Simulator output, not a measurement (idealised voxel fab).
Herein follows the process module entitled voxel self aligned vias.
It is cross-section cut that appears here, measuring 295 nm in width, its square cells being 5 nm in size.
Heads up, the way a cross-section reads in here is a grid of square cells, handed over as bands from the top down, with every band being one or more rows of cells.
Heights first: top, then bottom, in nm. Then materials, left to right, each with a width in nm. "full width" on a single material: fills the band edge to edge. "blank": empty space.
Where do heights start? At 0: under that level the wafer as delivered is made of one material only. And the lowest band has no floor; it just carries on downward, as in "z 0 and below".
A width given as "30..40" starts at the first number in the band's top row and ends at the second number in its bottom row, shifting by an equal amount at every step from row to row.
Any step labelled "left unchanged" changed none of the cells in the cross-section.
Each empty space that has no open way to the top and spans at least 8 cells appears under "Closed void entries" as width x height at distance, the distance counted from the left edge, all in nm.
It should be noted that, on the line of a given step, the content following the step's settings is a remark produced by the simulator itself with respect to that step.
"overlay nm" on a masked step: distance the mask lay right of its planned place, negative for left.

### So here's the lineup of process steps we planned
1) RECEIVE, material Si
2) CONFORMAL_DEP, material SiO2, thk nm 10
3) CONFORMAL_DEP, material SiCN, thk nm 5
4) DIRECTIONAL_DEP, material SiO2, thk nm 30
5) MASKED_ETCH, tone open, mask id LINES, width nm 25, pitch nm 65, etch materials SiO2, depth nm 30, overlay nm 0
6) CONFORMAL_DEP, material TiN, thk nm 5
7) FILL_DEP, material W, thk nm 10
8) CMP, height nm 45
9) SELECTIVE_ETCH, etch materials W Ru TiN, depth nm 10
10) FILL_DEP, material SiN, thk nm 5
11) CMP, height nm 45
12) DIRECTIONAL_DEP, material SiO2, thk nm 15
13) PATTERN, tone open, mask id VIAS, material resist, width nm 35, pitch nm 130, thk nm 15, overlay nm 0
14) DIRECTIONAL_ETCH, etch materials SiO2, depth nm 15
15) DIRECTIONAL_ETCH, etch materials SiN, depth nm 10
16) STRIP, etch materials resist
17) CONFORMAL_DEP, material TiN, thk nm 5
18) FILL_DEP, material Ru, thk nm 10
19) CMP, height nm 60
20) CONFORMAL_DEP, material SiCN, thk nm 5

### As-received wafer cross-section (after step 1)
  z 0 and below = Si full width
  Closed void entries: none

### This is how the wafer looks in cross-section once the module is done, given the starting state and plan above and one mistake in carrying the plan out
  z 65 to 60 = SiCN full width
  z 60 to 50 = 75 nm SiO2, then 5 nm TiN, then 25 nm Ru, then 5 nm TiN, then 95 nm SiO2, then 5 nm TiN, then 25 nm Ru, then 5 nm TiN, then 55 nm SiO2
  z 50 to 45 = 75 nm SiO2, then 5 nm TiN, then 10 nm Ru, then 20 nm TiN, then 95 nm SiO2, then 5 nm TiN, then 10 nm Ru, then 20 nm TiN, then 55 nm SiO2
  z 45 to 40 = 70 nm SiO2, then 5 nm SiN, then 5 nm TiN, then 10 nm Ru, then 5 nm TiN, then 40 nm SiO2, then 25 nm SiN, then 40 nm SiO2, then 5 nm SiN, then 5 nm TiN, then 10 nm Ru, then 5 nm TiN, then 70 nm SiO2
  z 40 to 35 = 70 nm SiO2, then 5 nm SiN, then 20 nm TiN, then 40 nm SiO2, then 25 nm SiN, then 40 nm SiO2, then 5 nm SiN, then 20 nm TiN, then 70 nm SiO2
  z 35 to 20 = 70 nm SiO2, then 5 nm TiN, then 15 nm W, then 5 nm TiN, then 40 nm SiO2, then 5 nm TiN, then 15 nm W, then 5 nm TiN, then 40 nm SiO2, then 5 nm TiN, then 15 nm W, then 5 nm TiN, then 70 nm SiO2
  z 20 to 15 = 70 nm SiO2, then 25 nm TiN, then 40 nm SiO2, then 25 nm TiN, then 40 nm SiO2, then 25 nm TiN, then 70 nm SiO2
  z 15 to 10 = SiCN full width
  z 10 to 0 = SiO2 full width
  z 0 and below = Si full width
  Closed void entries: none
Short version of what went wrong: for step 13, the planned setting was not used; the step was instead run as PATTERN, tone open, mask id VIAS, material resist, width nm 35, pitch nm 130, thk nm 15, overlay nm 10
